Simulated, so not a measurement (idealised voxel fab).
Documented hereafter: the process module known as voxel gate over fins.
cross-section cut | 190 nm wide | cells 5 nm
Cross-section layout: square cells on a grid; listed as bands, top to bottom; a band spans one or more cell rows. Band: top and bottom heights (nm) first, top before bottom; then materials from left to right, widths in nm. "edge to edge" marks a sole material filling the band edge to edge. "air" denotes empty space. Height reference: 0 = level under which incoming wafer is all one material. Lowest band: no bottom, runs on downward, e.g. "0 and below". Read "30..40" as a graded width: first number on top, second number at the bottom, same change between each pair of neighbouring rows. The cross-section has no changed cell in any step marked "no modification". Entry "Completely sealed voids" = empty spaces >= 8 cells with no open way to the top; each as width x height at distance, distance from left edge, all nm. It should be noted that, on the line of a given step, the content following the step's settings is a remark produced by the simulator itself with respect to that step. "overlay nm", when on a step's line for a step with a mask, measures how far to the right of its planned place the mask lay; a negative measure means to the left.

# Here's what the planned process steps look like
1: RECEIVE (material Si)
2: CONFORMAL_DEP (material SiN; thk nm 10)
3: PATTERN (tone cover; mask id FINS; material resist; width nm 15; pitch nm 50; thk nm 20; overlay nm 0)
4: DIRECTIONAL_ETCH (etch materials SiN; depth nm 10)
5: DIRECTIONAL_ETCH (etch materials Si; depth nm 30)
6: STRIP (etch materials resist)
7: FILL_DEP (material SiO2; thk nm 5)
8: CMP (height nm 10)
9: PATTERN (tone open; mask id RAIL; material resist; width nm 15; thk nm 15; overlay nm 0)
10: DIRECTIONAL_ETCH (etch materials SiO2; depth nm 35)
11: STRIP (etch materials resist)
12: CONFORMAL_DEP (material TiN; thk nm 5)
13: FILL_DEP (material Ru; thk nm 5)
14: CMP (height nm 10)
15: SELECTIVE_ETCH (etch materials W Ru TiN; depth nm 25)
16: FILL_DEP (material SiO2; thk nm 5)
17: CMP (height nm 10)
18: SELECTIVE_ETCH (etch materials SiO2; depth nm 20)
19: STRIP (etch materials SiN)
20: CONFORMAL_DEP (material HfO2; thk nm 5)
21: CONFORMAL_DEP (material TiN; thk nm 5)
22: FILL_DEP (material W; thk nm 10)
23: CMP (height nm 15)
24: CONFORMAL_DEP (material SiCN; thk nm 10)

# Delivered wafer in cross-section: state after step 1
> 0 and below: Si edge to edge
> Completely sealed voids: none

# Cross-sectional view of the first of the two wafers upon completion of the module, processed in accordance with the plan
> 25 down to 15: SiCN edge to edge
> 15 down to 10: W edge to edge
> 10 down to 5: W 50 nm, then TiN 35 nm, then W 15 nm, then TiN 35 nm, then W 55 nm
> 5 down to 0: W 50 nm, then TiN 5 nm, then HfO2 25 nm, then TiN 5 nm, then W 15 nm, then TiN 5 nm, then HfO2 25 nm, then TiN 5 nm, then W 55 nm
> 0 down to -5: TiN 55 nm, then HfO2 5 nm, then Si 15 nm, then HfO2 5 nm, then TiN 25 nm, then HfO2 5 nm, then Si 15 nm, then HfO2 5 nm, then TiN 60 nm
> -5 down to -10: HfO2 60 nm, then Si 15 nm, then HfO2 35 nm, then Si 15 nm, then HfO2 65 nm
> -10 down to -15: SiO2 60 nm, then Si 15 nm, then SiO2 35 nm, then Si 15 nm, then SiO2 65 nm
> -15 down to -20: SiO2 60 nm, then Si 15 nm, then SiO2 10 nm, then TiN 5 nm, then Ru 5 nm, then TiN 5 nm, then SiO2 10 nm, then Si 15 nm, then SiO2 65 nm
> -20 down to -25: SiO2 60 nm, then Si 15 nm, then SiO2 10 nm, then TiN 15 nm, then SiO2 10 nm, then Si 15 nm, then SiO2 65 nm
> -25 down to -30: SiO2 60 nm, then Si 15 nm, then SiO2 35 nm, then Si 15 nm, then SiO2 65 nm
> -30 and below: Si edge to edge
> Completely sealed voids: none

# Here is the second of the two wafers cut open at the end of the module - same start, same plan as the first one, but we made one mistake running it
> 25 down to 15: SiCN edge to edge
> 15 down to 10: W edge to edge
> 10 down to 5: W 50 nm, then TiN 35 nm, then W 15 nm, then TiN 35 nm, then W 55 nm
> 5 down to 0: W 50 nm, then TiN 5 nm, then HfO2 25 nm, then TiN 5 nm, then W 15 nm, then TiN 5 nm, then HfO2 25 nm, then TiN 5 nm, then W 55 nm
> 0 down to -5: TiN 55 nm, then HfO2 5 nm, then Si 15 nm, then HfO2 5 nm, then TiN 25 nm, then HfO2 5 nm, then Si 15 nm, then HfO2 5 nm, then TiN 60 nm
> -5 down to -10: HfO2 60 nm, then Si 15 nm, then HfO2 35 nm, then Si 15 nm, then HfO2 65 nm
> -10 down to -15: SiO2 60 nm, then Si 15 nm, then SiO2 35 nm, then Si 15 nm, then SiO2 65 nm
> -15 down to -20: SiO2 60 nm, then Si 15 nm, then SiO2 5 nm, then TiN 5 nm, then Ru 15 nm, then TiN 5 nm, then SiO2 5 nm, then Si 15 nm, then SiO2 65 nm
> -20 down to -25: SiO2 60 nm, then Si 15 nm, then SiO2 5 nm, then TiN 25 nm, then SiO2 5 nm, then Si 15 nm, then SiO2 65 nm
> -25 down to -30: SiO2 60 nm, then Si 15 nm, then SiO2 35 nm, then Si 15 nm, then SiO2 65 nm
> -30 and below: Si edge to edge
> Completely sealed voids: none
Deviation noted in wafer processing: contrary to plan, step 9 was performed as PATTERN (tone open; mask id RAIL; material resist; width nm 25; thk nm 15; overlay nm 0)
In the final state, the cell counts of the second wafer exceed or fall short of those of the first for the following materials: 2 more of Ru; 4 fewer of SiO2; 2 more of TiN
